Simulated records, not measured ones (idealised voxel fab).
Presented below is a process module, voxel tone inversion.
FYI the section here is cut, 245 nm wide, cells are 5 nm squares.
A cross-section is written here as square cells arranged in a grid, and it is given in bands from the top down, each band taking up one or more rows of cells. It is stipulated that each band's entry specify, in nanometres, the height of the top of the band and then that of its bottom, followed by the materials of the band in left-to-right sequence, each together with its width in nanometres. A single material marked by the word "full width" is understood to fill the band from edge to edge; the word "blank" is understood to denote empty space. For the purposes of this specification, 0 denotes the height below which the wafer in its as-received condition is composed wholly of one material, and the lowermost band, lacking a lower limit, extends downward without end, as expressed in "0 nm and below". Width spec "30->40" -> top row of cells at first value, bottom row at second value, equal per-row change in between. Where the words "no modifications" appear for a step, the cross-section shows no cell changed by that step; every cell remained as before. "Encapsulated voids" - sealed voids, min. 8 cells, no opening to top; format: width x height at distance (distance from left edge; nm throughout). Post-settings text on a step line: simulator's own remark regarding the step. Each step line may optionally specify "overlay nm", which for a step with a mask gives the rightward distance between the mask's planned place and where it lay, a negative value indicating the leftward direction.
The steps planned for the process are as follows:
| 1 | RECEIVE: material Si |
| 2 | CONFORMAL_DEP: material SiN, thk nm 10 |
| 3 | DIRECTIONAL_DEP: material polySi, thk nm 15 |
| 4 | PATTERN: tone cover, mask id POSTS, material resist, width nm 20, pitch nm 45, thk nm 20, overlay nm 0 |
| 5 | DIRECTIONAL_ETCH: etch materials polySi, depth nm 15 |
| 6 | STRIP: etch materials resist |
| 7 | FILL_DEP: material SiO2, thk nm 10 |
| 8 | CMP: height nm 25 |
| 9 | STRIP: etch materials polySi |
| 10 | CONFORMAL_DEP: material TiN, thk nm 5 |
| 11 | FILL_DEP: material Cu, thk nm 5 |
| 12 | CMP: height nm 25 |
| 13 | CONFORMAL_DEP: material SiCN, thk nm 5 |
Cross-section, incoming material, after step 1:
- 0 nm and below = Si full width
- Encapsulated voids: none
End-of-module XS, first of two wafers, run as planned:
- 30 nm to 25 nm = SiCN full width
- 25 nm to 15 nm = 65 nm SiO2, then 5 nm TiN, then 10 nm Cu, then 5 nm TiN, then 25 nm SiO2, then 5 nm TiN, then 10 nm Cu, then 5 nm TiN, then 25 nm SiO2, then 5 nm TiN, then 10 nm Cu, then 5 nm TiN, then 70 nm SiO2
- 15 nm to 10 nm = 65 nm SiO2, then 20 nm TiN, then 25 nm SiO2, then 20 nm TiN, then 25 nm SiO2, then 20 nm TiN, then 70 nm SiO2
- 10 nm to 0 nm = SiN full width
- 0 nm and below = Si full width
- Encapsulated voids: none
What the second wafer looks like in cross-section once the module is done. Its start and its plan matched the first wafer's exactly; what differed was one mistake in how it was run:
- 30 nm to 25 nm = SiCN full width
- 25 nm to 15 nm = 60 nm Cu, then 5 nm TiN, then 20 nm SiO2, then 5 nm TiN, then 15 nm Cu, then 5 nm TiN, then 20 nm SiO2, then 5 nm TiN, then 15 nm Cu, then 5 nm TiN, then 20 nm SiO2, then 5 nm TiN, then 65 nm Cu
- 15 nm to 10 nm = 65 nm TiN, then 20 nm SiO2, then 25 nm TiN, then 20 nm SiO2, then 25 nm TiN, then 20 nm SiO2, then 70 nm TiN
- 10 nm to 0 nm = SiN full width
- 0 nm and below = Si full width
- Encapsulated voids: none
Nonconformance to the process plan: step 4 changed vs plan, executed as PATTERN: tone open, mask id POSTS, material resist, width nm 20, pitch nm 45, thk nm 20, overlay nm 0
Bottom line after processing is that, in cells, the second wafer is up or down on some materials versus the first: Cu +50 | SiO2 -75 | TiN +25
